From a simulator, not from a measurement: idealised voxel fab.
Documented hereafter: the process module known as voxel self aligned contacts.
This is section cut - it's 215 nm across, gridded in 5 nm square cells.
We lay out every cross-section as a grid of square cells and spell it out in bands from the top down, where one band means one or more rows of cells. What a band's entry tells you: where the top is and where the bottom is, as heights in nm, and after that what lies inside, material by material from left to right, each with its width in nm. Empty space is written as the word "empty", and a single material marked with the word "all across" occupies the band from edge to edge. Heights are measured from 0, the level below which the as-received wafer is all one material; the lowest band has no bottom and continues downward, written as in "0 down". Quick explanation for "30->40": the width changes in equal steps down the rows of cells, from the first number in the band's top row to the second number in its bottom row. Given "left unchanged" for a step, no cell of the cross-section differs between before and after that step. The entry "Listed closed voids" lists the empty spaces that cover at least 8 cells and have no open path to the top. Each is written as width x height at distance, where the distance is measured from the left edge and all three values are in nm. Read whatever lies past the settings on a step's line as the simulator's own remark about the step. overlay nm: on a step with a mask, how far right of its planned place the mask lay; negative means left.
The process steps that were planned are listed below
1 RECEIVE (material Si)
2 CONFORMAL_DEP (material SiO2; thk nm 5)
3 DIRECTIONAL_DEP (material polySi; thk nm 20)
4 DIRECTIONAL_DEP (material SiN; thk nm 25)
5 PATTERN (tone cover; mask id GATE; material resist; width nm 25; pitch nm 60; thk nm 15; overlay nm 0)
6 DIRECTIONAL_ETCH (etch materials SiN; depth nm 25)
7 DIRECTIONAL_ETCH (etch materials polySi; depth nm 20)
8 STRIP (etch materials resist)
9 CONFORMAL_DEP (material SiN; thk nm 10)
10 DIRECTIONAL_ETCH (etch materials SiN; depth nm 10)
11 FILL_DEP (material SiO2; thk nm 15)
12 CMP (height nm 60)
13 DIRECTIONAL_DEP (material aC; thk nm 15)
14 PATTERN (tone open; mask id CONTACT; material resist; width nm 35; pitch nm 60; thk nm 30; overlay nm 0)
15 DIRECTIONAL_ETCH (etch materials aC; depth nm 15)
16 STRIP (etch materials resist)
17 DIRECTIONAL_ETCH (etch materials SiO2; depth nm 60)
18 STRIP (etch materials aC)
19 CONFORMAL_DEP (material TiN; thk nm 5)
20 FILL_DEP (material W; thk nm 5)
21 CMP (height nm 60)
22 CONFORMAL_DEP (material SiCN; thk nm 5)
varied across the wafers: width nm of step 14. The plan shows the first wafer's value. All wafers start alike
The as-received cross-section of the first of several wafers corresponds to the state after step 1
0 down | Si all across
Listed closed voids: none
Quick look at the cross-section of the first of several wafers after step 22, which wraps up the module
65 to 60 | SiCN all across
60 to 50 | SiO2 60 nm, then TiN 5->15 nm, then W 25->5 nm, then TiN 5->15 nm, then SiO2 25 nm, then TiN 5->15 nm, then W 25->5 nm, then TiN 5->15 nm, then SiO2 60 nm
50 to 25 | SiO2 25 nm, then SiN 45 nm, then TiN 5 nm, then W 5 nm, then TiN 5 nm, then SiN 45 nm, then TiN 5 nm, then W 5 nm, then TiN 5 nm, then SiN 45 nm, then SiO2 25 nm
25 to 5 | SiO2 25 nm, then SiN 10 nm, then polySi 25 nm, then SiN 10 nm, then TiN 5 nm, then W 5 nm, then TiN 5 nm, then SiN 10 nm, then polySi 25 nm, then SiN 10 nm, then TiN 5 nm, then W 5 nm, then TiN 5 nm, then SiN 10 nm, then polySi 25 nm, then SiN 10 nm, then SiO2 25 nm
5 to 0 | SiO2 70 nm, then TiN 15 nm, then SiO2 45 nm, then TiN 15 nm, then SiO2 70 nm
0 down | Si all across
Listed closed voids: none
Cross-sectional view of the final wafer of several at the module's end
65 to 60 | SiCN all across
60 to 50 | SiO2 55 nm, then TiN 5->20 nm, then W 35->5 nm, then TiN 5->20 nm, then SiO2 15 nm, then TiN 5->20 nm, then W 35->5 nm, then TiN 5->20 nm, then SiO2 55 nm
50 to 25 | SiO2 25 nm, then SiN 45 nm, then TiN 5 nm, then W 5 nm, then TiN 5 nm, then SiN 45 nm, then TiN 5 nm, then W 5 nm, then TiN 5 nm, then SiN 45 nm, then SiO2 25 nm
25 to 5 | SiO2 25 nm, then SiN 10 nm, then polySi 25 nm, then SiN 10 nm, then TiN 5 nm, then W 5 nm, then TiN 5 nm, then SiN 10 nm, then polySi 25 nm, then SiN 10 nm, then TiN 5 nm, then W 5 nm, then TiN 5 nm, then SiN 10 nm, then polySi 25 nm, then SiN 10 nm, then SiO2 25 nm
5 to 0 | SiO2 70 nm, then TiN 15 nm, then SiO2 45 nm, then TiN 15 nm, then SiO2 70 nm
0 down | Si all across
Listed closed voids: none
Note: the following table is arranged by wafer, a row apiece. Each row reports the end-of-module state: per material, cells gained (+) or cells lost (-) compared with the wafer as received; closed voids follow
width nm 35 | +43 SiCN | +183 SiN | +185 SiO2 | +58 TiN | +30 W | +60 polySi | Listed closed voids: none
width nm 40 | +43 SiCN | +183 SiN | +181 SiO2 | +60 TiN | +32 W | +60 polySi | Listed closed voids: none
width nm 45 | +43 SiCN | +183 SiN | +177 SiO2 | +62 TiN | +34 W | +60 polySi | Listed closed voids: none
